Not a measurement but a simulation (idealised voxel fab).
The following process module bears the name voxel transistor to metal.
Cross-sectional view cut (width: 300 nm; square cell size: 5 nm).
Square cells in a grid make up a cross-section in this document, and the grid is given as bands, listed from the top down, each one or more rows of cells.
What a band's entry tells you: where the top is and where the bottom is, as heights in nm, and after that what lies inside, material by material from left to right, each with its width in nm. Empty space is written as the word "blank", and a single material marked with the word "full width" occupies the band from edge to edge.
Height 0 is the level under which the wafer as received is all one material. The lowest band goes on downwards, as in "0 down".
Width spec "30..40" -> top row of cells at first value, bottom row at second value, equal per-row change in between.
When a step is marked "everything unchanged", none of the cells in the cross-section changed during that step.
"closed voids" - sealed voids, min. 8 cells, no opening to top; format: width x height at distance (distance from left edge; nm throughout).
What comes after the settings on a step's line is commentary from the simulator itself on that step.
"overlay nm" answers the question of how far to the right of plan the mask lay on a step that has a mask, and when it is negative the answer is to the left.

PROCESS STEPS (PLANNED)
step 1: RECEIVE, material Si
step 2: OXIDIZE, depth nm 5
step 3: CONFORMAL_DEP, material SiN, thk nm 15
step 4: PATTERN, tone cover, mask id ACTIVE, material resist, width nm 90, pitch nm 110, thk nm 20, overlay nm 0
step 5: DIRECTIONAL_ETCH, etch materials SiN, depth nm 15
step 6: DIRECTIONAL_ETCH, etch materials SiO2, depth nm 5
step 7: DIRECTIONAL_ETCH, etch materials Si, depth nm 30
step 8: STRIP, etch materials resist
step 9: OXIDIZE, depth nm 5
step 10: FILL_DEP, material SiO2, thk nm 10
step 11: CMP, height nm 15
step 12: SELECTIVE_ETCH, etch materials SiO2, depth nm 5
step 13: STRIP, etch materials SiN
step 14: SELECTIVE_ETCH, etch materials SiO2, depth nm 5
step 15: OXIDIZE, depth nm 5
step 16: DIRECTIONAL_DEP, material polySi, thk nm 30
step 17: DIRECTIONAL_DEP, material SiCN, thk nm 10
step 18: MASKED_ETCH, tone cover, mask id GATE, width nm 20, pitch nm 110, etch materials SiCN, depth nm 20, overlay nm 0
step 19: MASKED_ETCH, tone cover, mask id GATE, width nm 20, pitch nm 110, etch materials polySi, depth nm 40, overlay nm 0
step 20: CONFORMAL_DEP, material SiO2, thk nm 5
step 21: DIRECTIONAL_ETCH, etch materials SiO2, depth nm 5
step 22: CONFORMAL_DEP, material SiN, thk nm 5
step 23: DIRECTIONAL_ETCH, etch materials SiN, depth nm 5
step 24: DIRECTIONAL_ETCH, etch materials SiO2, depth nm 5
step 25: DIRECTIONAL_ETCH, etch materials Si, depth nm 15
step 26: EPI, material SiGe, thk nm 15
step 27: FILL_DEP, material SiO2, thk nm 5
step 28: CMP, height nm 35
step 29: DIRECTIONAL_DEP, material SiO2, thk nm 10
step 30: DIRECTIONAL_DEP, material aC, thk nm 15
step 31: PATTERN, tone open, mask id CONTACT, material resist, width nm 15, thk nm 35, overlay nm 0
step 32: DIRECTIONAL_ETCH, etch materials aC, depth nm 15
step 33: STRIP, etch materials resist
step 34: DIRECTIONAL_ETCH, etch materials SiO2, depth nm 55
step 35: STRIP, etch materials aC
step 36: CONFORMAL_DEP, material TiN, thk nm 5
step 37: FILL_DEP, material W, thk nm 5
step 38: CMP, height nm 45
step 39: DIRECTIONAL_DEP, material TiN, thk nm 5
step 40: DIRECTIONAL_DEP, material Ru, thk nm 20
step 41: PATTERN, tone cover, mask id METAL_1, material resist, width nm 15, thk nm 15, overlay nm 0
step 42: DIRECTIONAL_ETCH, etch materials Ru, depth nm 20
step 43: DIRECTIONAL_ETCH, etch materials TiN, depth nm 5
step 44: STRIP, etch materials resist
step 45: CONFORMAL_DEP, material SiN, thk nm 5
step 46: FILL_DEP, material SiO2, thk nm 10
step 47: CMP, height nm 70
step 48: CONFORMAL_DEP, material SiCN, thk nm 5

SO THIS IS THE INCOMING WAFER IN CROSS-SECTION - IT'S ALREADY BEEN THROUGH STEP 1
	0 down | Si full width
	closed voids: none

CROSS-SECTIONAL RESULT AFTER MODULE COMPLETION. NOTE: STARTING CONDITION AND PLAN ARE UNCHANGED FROM ABOVE; ONE PROCESSING MISTAKE WAS MADE
	75 to 70 | SiCN full width
	70 to 50 | SiO2 50  SiN 5  Ru 15  SiN 5  SiO2 40  SiN 5  Ru 15  SiN 5  SiO2 20  SiN 5  Ru 15  SiN 5  SiO2 40  SiN 5  Ru 15  SiN 5  SiO2 50
	50 to 45 | SiN 55  TiN 15  SiN 50  TiN 15  SiN 30  TiN 15  SiN 50  TiN 15  SiN 55
	45 to 40 | SiO2 55  TiN 5  W 5  TiN 5  SiO2 50  TiN 5  W 5  TiN 5  SiO2 30  TiN 5  W 5  TiN 5  SiO2 50  TiN 5  W 5  TiN 5  SiO2 55
	40 to 35 | SiO2 55  TiN 15  SiO2 50  TiN 15  SiO2 30  TiN 15  SiO2 50  TiN 15  SiO2 55
	35 to 25 | SiO2 55  TiN 10  SiN 5  SiO2 15  SiCN 20  SiO2 15  SiN 5  TiN 10  SiO2 30  TiN 10  SiN 5  SiO2 15  SiCN 20  SiO2 15  SiN 5  TiN 10  SiO2 55
	25 to 15 | SiO2 55  TiN 10  SiN 5  SiO2 15  polySi 20  SiO2 15  SiN 5  TiN 10  SiO2 30  TiN 10  SiN 5  SiO2 15  polySi 20  SiO2 15  SiN 5  TiN 10  SiO2 55
	15 to 5 | SiO2 55  TiN 5  SiN 10  SiO2 15  polySi 20  SiO2 15  SiN 10  TiN 5  SiO2 30  TiN 5  SiN 10  SiO2 15  polySi 20  SiO2 15  SiN 10  TiN 5  SiO2 55
	5 to -5 | SiO2 55  TiN 5  SiO2 25  polySi 20  SiO2 25  TiN 5  SiO2 30  TiN 5  SiO2 25  polySi 20  SiO2 25  TiN 5  SiO2 55
	-5 to -10 | SiO2 55  TiN 5  SiO2 70  TiN 5  SiO2 30  TiN 5  SiO2 70  TiN 5  SiO2 55
	-10 to -40 | SiO2 55  Si 80  SiO2 30  Si 80  SiO2 55
	-40 down | Si full width
	closed voids: none
Heads up, the wafer didn't run the way we planned it: step 20 ran as: CONFORMAL_DEP, material SiO2, thk nm 15
